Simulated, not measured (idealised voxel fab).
voxel capacitor over wiring: a process module
This is section cut - it's 275 nm across, gridded in 5 nm square cells.
Cross-section format: a grid of square cells, given as bands from top to bottom; each band is one or more rows of cells. Heads up on the band format: heights come first, top then bottom, in nm. After that it's the materials left to right, each with its width in nm. A single material flagged "full width" fills the whole band edge to edge, and "air" means there's empty space there. Convention: height 0 is the level below which the wafer, as received, is all one material. The lowest band does not terminate at the bottom but continues downward, represented as "0..down". Quick explanation for "30->40": the width changes in equal steps down the rows of cells, from the first number in the band's top row to the second number in its bottom row. Given "left unchanged" for a step, no cell of the cross-section differs between before and after that step. The label "Sealed cavities" introduces a list of the empty spaces, 8 cells or larger, that have no open way up to the top; each entry in it reads width x height at distance, where the distance is taken from the left edge and all three are stated in nm. That trailing text on a step's line, after the settings, is the simulator's own remark on the step. overlay nm, on a step with a mask: how far to the right of its planned place the mask lay; to the left if negative.
[Process steps foreseen in the plan]
1) RECEIVE: material Si
2) CONFORMAL_DEP: material SiO2, thk nm 15
3) DIRECTIONAL_DEP: material TiN, thk nm 5
4) DIRECTIONAL_DEP: material W, thk nm 15
5) MASKED_ETCH: tone cover, mask id METAL_1, width nm 30, pitch nm 100, etch materials W, depth nm 15, overlay nm 0
6) MASKED_ETCH: tone cover, mask id METAL_1, width nm 30, pitch nm 100, etch materials TiN, depth nm 5, overlay nm 0
7) FILL_DEP: material SiO2, thk nm 10
8) CMP: height nm 35
9) CONFORMAL_DEP: material SiCN, thk nm 5
10) DIRECTIONAL_DEP: material lowk, thk nm 10
11) PATTERN: tone open, mask id PLUG_1, material resist, width nm 15, thk nm 15, overlay nm 0
12) DIRECTIONAL_ETCH: etch materials lowk, depth nm 10
13) DIRECTIONAL_ETCH: etch materials SiCN, depth nm 5
14) STRIP: etch materials resist
15) EPI: material Ru, thk nm 10
16) EPI: material Ru, thk nm 5
17) DIRECTIONAL_DEP: material TiN, thk nm 10
18) DIRECTIONAL_DEP: material SiN, thk nm 5
19) DIRECTIONAL_DEP: material TiN, thk nm 5
20) DIRECTIONAL_DEP: material aC, thk nm 10
21) PATTERN: tone cover, mask id UPPER_PLATE, material resist, width nm 75, thk nm 25, overlay nm 0
22) DIRECTIONAL_ETCH: etch materials aC, depth nm 10
23) STRIP: etch materials resist
24) DIRECTIONAL_ETCH: etch materials TiN, depth nm 5
25) DIRECTIONAL_ETCH: etch materials SiN, depth nm 5
26) STRIP: etch materials aC
27) MASKED_ETCH: tone cover, mask id LOWER_PLATE, width nm 85, etch materials TiN, depth nm 10, overlay nm 0
28) FILL_DEP: material SiO2, thk nm 20
29) CMP: height nm 85
30) MASKED_ETCH: tone open, mask id PLUG_2, width nm 15, etch materials SiO2, depth nm 15, overlay nm 0
31) CONFORMAL_DEP: material TiN, thk nm 5
32) FILL_DEP: material Ru, thk nm 5
33) CMP: height nm 85
34) CONFORMAL_DEP: material SiN, thk nm 5
[What follows covers the first of two wafers; it ran as planned]
[Wafer as received: cross-section following step 1]
  0..down | Si full width
  Sealed cavities: none
[So this is the wafer cross-section right after step 2]
  15..0 | SiO2 full width
  Heights below 0 show no change.
[So this is the wafer cross-section right after step 3]
  20..15 | TiN full width
  Heights below 15 show no change.
[So this is the wafer cross-section right after step 4]
  35..20 | W full width
  Heights below 20 show no change.
[So this is the wafer cross-section right after step 5]
  35..20 | 70 air, then 30 W, then 70 air, then 30 W, then 75 air
  Heights below 20 show no change.
[So this is the wafer cross-section right after step 6]
  35..20 | 70 air, then 30 W, then 70 air, then 30 W, then 75 air
  20..15 | 70 air, then 30 TiN, then 70 air, then 30 TiN, then 75 air
  Heights below 15 show no change.
[So this is the wafer cross-section right after step 7]
  45..35 | SiO2 full width
  35..20 | 70 SiO2, then 30 W, then 70 SiO2, then 30 W, then 75 SiO2
  20..15 | 70 SiO2, then 30 TiN, then 70 SiO2, then 30 TiN, then 75 SiO2
  Heights below 15 show no change.
[So this is the wafer cross-section right after step 8]
  35..20 | 70 SiO2, then 30 W, then 70 SiO2, then 30 W, then 75 SiO2
  Heights below 20 show no change.
[So this is the wafer cross-section right after step 9]
  40..35 | SiCN full width
  Heights below 35 show no change.
[So this is the wafer cross-section right after step 10]
  50..40 | lowk full width
  Heights below 40 show no change.
[So this is the wafer cross-section right after step 11]
  65..50 | 85 resist, then 15 air, then 175 resist
  Heights below 50 show no change.
[So this is the wafer cross-section right after step 12]
  65..50 | 85 resist, then 15 air, then 175 resist
  50..40 | 85 lowk, then 15 air, then 175 lowk
  Heights below 40 show no change.
[So this is the wafer cross-section right after step 13]
  65..50 | 85 resist, then 15 air, then 175 resist
  50..40 | 85 lowk, then 15 air, then 175 lowk
  40..35 | 85 SiCN, then 15 air, then 175 SiCN
  Heights below 35 show no change.
[So this is the wafer cross-section right after step 14]
  50..40 | 85 lowk, then 15 air, then 175 lowk
  Heights below 40 show no change.
[So this is the wafer cross-section right after step 15]
  50..45 | 85 lowk, then 15 air, then 175 lowk
  45..40 | 85 lowk, then 15 Ru, then 175 lowk
  40..35 | 85 SiCN, then 15 Ru, then 175 SiCN
  Heights below 35 show no change.
[So this is the wafer cross-section right after step 16]
  50..40 | 85 lowk, then 15 Ru, then 175 lowk
  Heights below 40 show no change.
[So this is the wafer cross-section right after step 17]
  60..50 | TiN full width
  Heights below 50 show no change.
[So this is the wafer cross-section right after step 18]
  65..60 | SiN full width
  Heights below 60 show no change.
[So this is the wafer cross-section right after step 19]
  70..65 | TiN full width
  Heights below 65 show no change.
[So this is the wafer cross-section right after step 20]
  80..70 | aC full width
  Heights below 70 show no change.
[So this is the wafer cross-section right after step 21]
  105..80 | 85 air, then 75 resist, then 115 air
  Heights below 80 show no change.
[So this is the wafer cross-section right after step 22]
  95..80 | 85 air, then 75 resist, then 115 air
  80..70 | 85 air, then 75 aC, then 115 air
  Heights below 70 show no change.
[So this is the wafer cross-section right after step 23]
  80..70 | 85 air, then 75 aC, then 115 air
  Heights below 70 show no change.
[So this is the wafer cross-section right after step 24]
  80..70 | 85 air, then 75 aC, then 115 air
  70..65 | 85 air, then 75 TiN, then 115 air
  Heights below 65 show no change.
[So this is the wafer cross-section right after step 25]
  80..70 | 85 air, then 75 aC, then 115 air
  70..65 | 85 air, then 75 TiN, then 115 air
  65..60 | 85 air, then 75 SiN, then 115 air
  Heights below 60 show no change.
[So this is the wafer cross-section right after step 26]
  70..65 | 85 air, then 75 TiN, then 115 air
  Heights below 65 show no change.
[So this is the wafer cross-section right after step 27]
  70..65 | 85 air, then 75 TiN, then 115 air
  65..60 | 85 air, then 75 SiN, then 115 air
  60..50 | 80 air, then 85 TiN, then 110 air
  Heights below 50 show no change.
[So this is the wafer cross-section right after step 28]
  90..70 | SiO2 full width
  70..65 | 85 SiO2, then 75 TiN, then 115 SiO2
  65..60 | 85 SiO2, then 75 SiN, then 115 SiO2
  60..50 | 80 SiO2, then 85 TiN, then 110 SiO2
  Heights below 50 show no change.
[So this is the wafer cross-section right after step 29]
  85..70 | SiO2 full width
  Heights below 70 show no change.
[So this is the wafer cross-section right after step 30]
  85..70 | 95 SiO2, then 15 air, then 165 SiO2
  Heights below 70 show no change.
[So this is the wafer cross-section right after step 31]
  90..85 | 100 TiN, then 5 air, then 170 TiN
  85..75 | 95 SiO2, then 5 TiN, then 5 air, then 5 TiN, then 165 SiO2
  75..65 | 95->85 SiO2, then 15->75 TiN, then 165->115 SiO2
  Heights below 65 show no change.
[So this is the wafer cross-section right after step 32]
  95..90 | Ru full width
  90..85 | 100 TiN, then 5 Ru, then 170 TiN
  85..75 | 95 SiO2, then 5 TiN, then 5 Ru, then 5 TiN, then 165 SiO2
  Heights below 75 show no change.
[So this is the wafer cross-section right after step 33]
  85..75 | 95 SiO2, then 5 TiN, then 5 Ru, then 5 TiN, then 165 SiO2
  Heights below 75 show no change.
[So this is the wafer cross-section right after step 34]
  90..85 | SiN full width
  Heights below 85 show no change.
[Now the other wafer: same start, same recipe, but we messed up one thing when running it. Up to and including step 5 it's the same as the first one]
[Second wafer, section view, time point: scheduled end of step 6]
  35..20 | 70 air, then 30 W, then 70 air, then 30 W, then 75 air
  20..15 | 65 air, then 40 TiN, then 60 air, then 40 TiN, then 70 air
  Heights below 15 show no change.
[Second wafer, section view, time point: scheduled end of step 7]
  45..35 | SiO2 full width
  35..20 | 70 SiO2, then 30 W, then 70 SiO2, then 30 W, then 75 SiO2
  20..15 | 65 SiO2, then 40 TiN, then 60 SiO2, then 40 TiN, then 70 SiO2
  Heights below 15 show no change.
[Second wafer, section view, time point: scheduled end of step 8]
  35..20 | 70 SiO2, then 30 W, then 70 SiO2, then 30 W, then 75 SiO2
  Heights below 20 show no change.
[Second wafer, section view, time point: scheduled end of step 9]
  40..35 | SiCN full width
  Heights below 35 show no change.
[Second wafer, section view, time point: scheduled end of step 10]
  50..40 | lowk full width
  Heights below 40 show no change.
[Second wafer, section view, time point: scheduled end of step 11]
  65..50 | 85 resist, then 15 air, then 175 resist
  Heights below 50 show no change.
[Second wafer, section view, time point: scheduled end of step 12]
  65..50 | 85 resist, then 15 air, then 175 resist
  50..40 | 85 lowk, then 15 air, then 175 lowk
  Heights below 40 show no change.
[Second wafer, section view, time point: scheduled end of step 13]
  65..50 | 85 resist, then 15 air, then 175 resist
  50..40 | 85 lowk, then 15 air, then 175 lowk
  40..35 | 85 SiCN, then 15 air, then 175 SiCN
  Heights below 35 show no change.
[Second wafer, section view, time point: scheduled end of step 14]
  50..40 | 85 lowk, then 15 air, then 175 lowk
  Heights below 40 show no change.
[Second wafer, section view, time point: scheduled end of step 15]
  50..45 | 85 lowk, then 15 air, then 175 lowk
  45..40 | 85 lowk, then 15 Ru, then 175 lowk
  40..35 | 85 SiCN, then 15 Ru, then 175 SiCN
  Heights below 35 show no change.
[Second wafer, section view, time point: scheduled end of step 16]
  50..40 | 85 lowk, then 15 Ru, then 175 lowk
  Heights below 40 show no change.
[Second wafer, section view, time point: scheduled end of step 17]
  60..50 | TiN full width
  Heights below 50 show no change.
[Second wafer, section view, time point: scheduled end of step 18]
  65..60 | SiN full width
  Heights below 60 show no change.
[Second wafer, section view, time point: scheduled end of step 19]
  70..65 | TiN full width
  Heights below 65 show no change.
[Second wafer, section view, time point: scheduled end of step 20]
  80..70 | aC full width
  Heights below 70 show no change.
[Second wafer, section view, time point: scheduled end of step 21]
  105..80 | 85 air, then 75 resist, then 115 air
  Heights below 80 show no change.
[Second wafer, section view, time point: scheduled end of step 22]
  95..80 | 85 air, then 75 resist, then 115 air
  80..70 | 85 air, then 75 aC, then 115 air
  Heights below 70 show no change.
[Second wafer, section view, time point: scheduled end of step 23]
  80..70 | 85 air, then 75 aC, then 115 air
  Heights below 70 show no change.
[Second wafer, section view, time point: scheduled end of step 24]
  80..70 | 85 air, then 75 aC, then 115 air
  70..65 | 85 air, then 75 TiN, then 115 air
  Heights below 65 show no change.
[Second wafer, section view, time point: scheduled end of step 25]
  80..70 | 85 air, then 75 aC, then 115 air
  70..65 | 85 air, then 75 TiN, then 115 air
  65..60 | 85 air, then 75 SiN, then 115 air
  Heights below 60 show no change.
[Second wafer, section view, time point: scheduled end of step 26]
  70..65 | 85 air, then 75 TiN, then 115 air
  Heights below 65 show no change.
[Second wafer, section view, time point: scheduled end of step 27]
  70..65 | 85 air, then 75 TiN, then 115 air
  65..60 | 85 air, then 75 SiN, then 115 air
  60..50 | 80 air, then 85 TiN, then 110 air
  Heights below 50 show no change.
[Second wafer, section view, time point: scheduled end of step 28]
  90..70 | SiO2 full width
  70..65 | 85 SiO2, then 75 TiN, then 115 SiO2
  65..60 | 85 SiO2, then 75 SiN, then 115 SiO2
  60..50 | 80 SiO2, then 85 TiN, then 110 SiO2
  Heights below 50 show no change.
[Second wafer, section view, time point: scheduled end of step 29]
  85..70 | SiO2 full width
  Heights below 70 show no change.
[Second wafer, section view, time point: scheduled end of step 30]
  85..70 | 95 SiO2, then 15 air, then 165 SiO2
  Heights below 70 show no change.
[Second wafer, section view, time point: scheduled end of step 31]
  90..85 | 100 TiN, then 5 air, then 170 TiN
  85..75 | 95 SiO2, then 5 TiN, then 5 air, then 5 TiN, then 165 SiO2
  75..65 | 95->85 SiO2, then 15->75 TiN, then 165->115 SiO2
  Heights below 65 show no change.
[Second wafer, section view, time point: scheduled end of step 32]
  95..90 | Ru full width
  90..85 | 100 TiN, then 5 Ru, then 170 TiN
  85..75 | 95 SiO2, then 5 TiN, then 5 Ru, then 5 TiN, then 165 SiO2
  Heights below 75 show no change.
[Second wafer, section view, time point: scheduled end of step 33]
  85..75 | 95 SiO2, then 5 TiN, then 5 Ru, then 5 TiN, then 165 SiO2
  Heights below 75 show no change.
[Second wafer, section view, time point: scheduled end of step 34]
  90..85 | SiN full width
  Heights below 85 show no change.
Deviation from plan: step 6 did not use the planned setting and instead ran as MASKED_ETCH: tone cover, mask id METAL_1, width nm 40, pitch nm 100, etch materials TiN, depth nm 5, overlay nm 0
End check, counted in cells, second wafer has more or fewer of these materials than the first: -4 SiO2, +4 TiN
